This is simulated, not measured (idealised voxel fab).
process module | voxel transistor to metal
cross-section cut | 185 nm wide | cells 5 nm
A cross-section is a grid of square cells, given in bands from the top down. A band is one or more rows of cells.
Each band's line starts with the height of the band's top and of its bottom, in nm. Then come its materials from left to right, each with its width in nm. One material with "throughout" fills the band from edge to edge. "air" is empty space.
Height 0 is the level under which the wafer as received is all one material. The lowest band goes on downwards, as in "0 down".
A width such as "30 to 40" changes by the same amount from each row of cells to the next, from the band's top row to its bottom row.
"no change" after a step means that no cell of the cross-section changed.
closed voids: empty space of 8 cells or more with no open way to the top, each as width x height at its distance from the left edge, in nm
after a step's settings: what the simulator itself notes on the step
overlay nm, on a step with a mask: how far to the right of its planned place the mask lay; to the left if negative
plan
1 op RECEIVE | material Si
2 op CONFORMAL_DEP | material SiO2 | thk nm 5
3 op CONFORMAL_DEP | material SiN | thk nm 10
4 op DIRECTIONAL_DEP | material aC | thk nm 10
5 op PATTERN | tone cover | mask id ACTIVE | material resist | width nm 95 | thk nm 30 | overlay nm 0
6 op DIRECTIONAL_ETCH | etch materials aC | depth nm 10
7 op STRIP | etch materials resist
8 op DIRECTIONAL_ETCH | etch materials SiN | depth nm 10
9 op DIRECTIONAL_ETCH | etch materials SiO2 | depth nm 5
10 op DIRECTIONAL_ETCH | etch materials Si | depth nm 25
11 op STRIP | etch materials aC
12 op FILL_DEP | material SiO2 | thk nm 15
13 op CMP | height nm 15
14 op SELECTIVE_ETCH | etch materials SiO2 | depth nm 5
15 op STRIP | etch materials SiN
16 op SELECTIVE_ETCH | etch materials SiO2 | depth nm 5
17 op OXIDIZE | depth nm 5
18 op DIRECTIONAL_DEP | material polySi | thk nm 25
19 op DIRECTIONAL_DEP | material SiCN | thk nm 15
20 op MASKED_ETCH | tone cover | mask id GATE | width nm 25 | etch materials SiCN | depth nm 25 | overlay nm 0
21 op MASKED_ETCH | tone cover | mask id GATE | width nm 25 | etch materials polySi | depth nm 35 | overlay nm 0
22 op CONFORMAL_DEP | material SiN | thk nm 5
23 op DIRECTIONAL_ETCH | etch materials SiN | depth nm 5
24 op DIRECTIONAL_ETCH | etch materials SiO2 | depth nm 5
25 op EPI | material SiGe | thk nm 5
26 op FILL_DEP | material SiO2 | thk nm 10
27 op CMP | height nm 25
28 op STRIP | etch materials polySi
29 op SELECTIVE_ETCH | etch materials SiO2 | depth nm 5
30 op CONFORMAL_DEP | material HfO2 | thk nm 5
31 op CONFORMAL_DEP | material TiN | thk nm 5
32 op FILL_DEP | material W | thk nm 10
33 op CMP | height nm 20
34 op DIRECTIONAL_DEP | material SiO2 | thk nm 15
35 op MASKED_ETCH | tone open | mask id CONTACT | width nm 15 | pitch nm 70 | etch materials SiO2 | depth nm 35 | overlay nm 0
36 op CONFORMAL_DEP | material TiN | thk nm 5
37 op FILL_DEP | material Ru | thk nm 5
38 op CMP | height nm 35
39 op DIRECTIONAL_DEP | material TiN | thk nm 5
40 op DIRECTIONAL_DEP | material Ru | thk nm 15
41 op MASKED_ETCH | tone cover | mask id METAL_1 | width nm 15 | pitch nm 70 | etch materials Ru | depth nm 15 | overlay nm 0
42 op MASKED_ETCH | tone cover | mask id METAL_1 | width nm 15 | pitch nm 70 | etch materials TiN | depth nm 5 | overlay nm 0
43 op CONFORMAL_DEP | material SiCN | thk nm 5
44 op FILL_DEP | material lowk | thk nm 5
45 op CMP | height nm 55
46 op CONFORMAL_DEP | material SiCN | thk nm 5
47 op DIRECTIONAL_DEP | material lowk | thk nm 25
48 op DIRECTIONAL_DEP | material aC | thk nm 10
49 op PATTERN | tone open | mask id METAL_2 | material resist | width nm 15 | pitch nm 70 | thk nm 30 | overlay nm 0
50 op DIRECTIONAL_ETCH | etch materials aC | depth nm 10
51 op STRIP | etch materials resist
52 op DIRECTIONAL_ETCH | etch materials lowk | depth nm 15
53 op STRIP | etch materials aC
54 op MASKED_ETCH | tone open | mask id METAL_2_HOLES | width nm 15 | pitch nm 70 | etch materials lowk | depth nm 10 | overlay nm 0
55 op MASKED_ETCH | tone open | mask id METAL_2_HOLES | width nm 15 | pitch nm 70 | etch materials SiCN | depth nm 5 | overlay nm 0
56 op CONFORMAL_DEP | material TiN | thk nm 5
57 op FILL_DEP | material Cu | thk nm 5
58 op CMP | height nm 85
59 op CONFORMAL_DEP | material SiCN | thk nm 5
as received, after step 1
  0 down: Si throughout
  closed voids: none
a wafer at the end: this start, this plan, one mistake
  90 to 85: SiCN throughout
  85 to 60: lowk 50 | TiN 5 | Cu 5 | TiN 5 | lowk 55 | TiN 5 | Cu 5 | TiN 5 | lowk 50
  60 to 55: SiCN 50 | TiN 15 | SiCN 55 | TiN 15 | SiCN 50
  55 to 40: lowk 45 | SiCN 5 | Ru 15 | SiCN 5 | lowk 45 | SiCN 5 | Ru 15 | SiCN 5 | lowk 45
  40 to 35: SiCN 50 | TiN 15 | SiCN 55 | TiN 15 | SiCN 50
  35 to 20: SiO2 50 | TiN 5 | Ru 5 | TiN 5 | SiO2 55 | TiN 5 | Ru 5 | TiN 5 | SiO2 50
  20 to 5: SiO2 50 | TiN 5 | Ru 5 | TiN 5 | SiO2 10 | SiN 5 | HfO2 5 | TiN 5 | W 5 | TiN 5 | HfO2 5 | SiN 5 | SiO2 10 | TiN 5 | Ru 5 | TiN 5 | SiO2 50
  5 to 0: SiO2 40 | SiN 5 | SiO2 5 | TiN 15 | SiO2 10 | SiN 5 | HfO2 5 | TiN 15 | HfO2 5 | SiN 5 | SiO2 10 | TiN 15 | SiO2 5 | SiN 5 | SiO2 40
  0 to -5: SiO2 45 | SiGe 30 | HfO2 35 | SiGe 30 | SiO2 45
  -5 to -30: SiO2 45 | Si 95 | SiO2 45
  -30 down: Si throughout
  closed voids: none
what went wrong: step 10 ran as: op DIRECTIONAL_ETCH | etch materials Si | depth nm 30
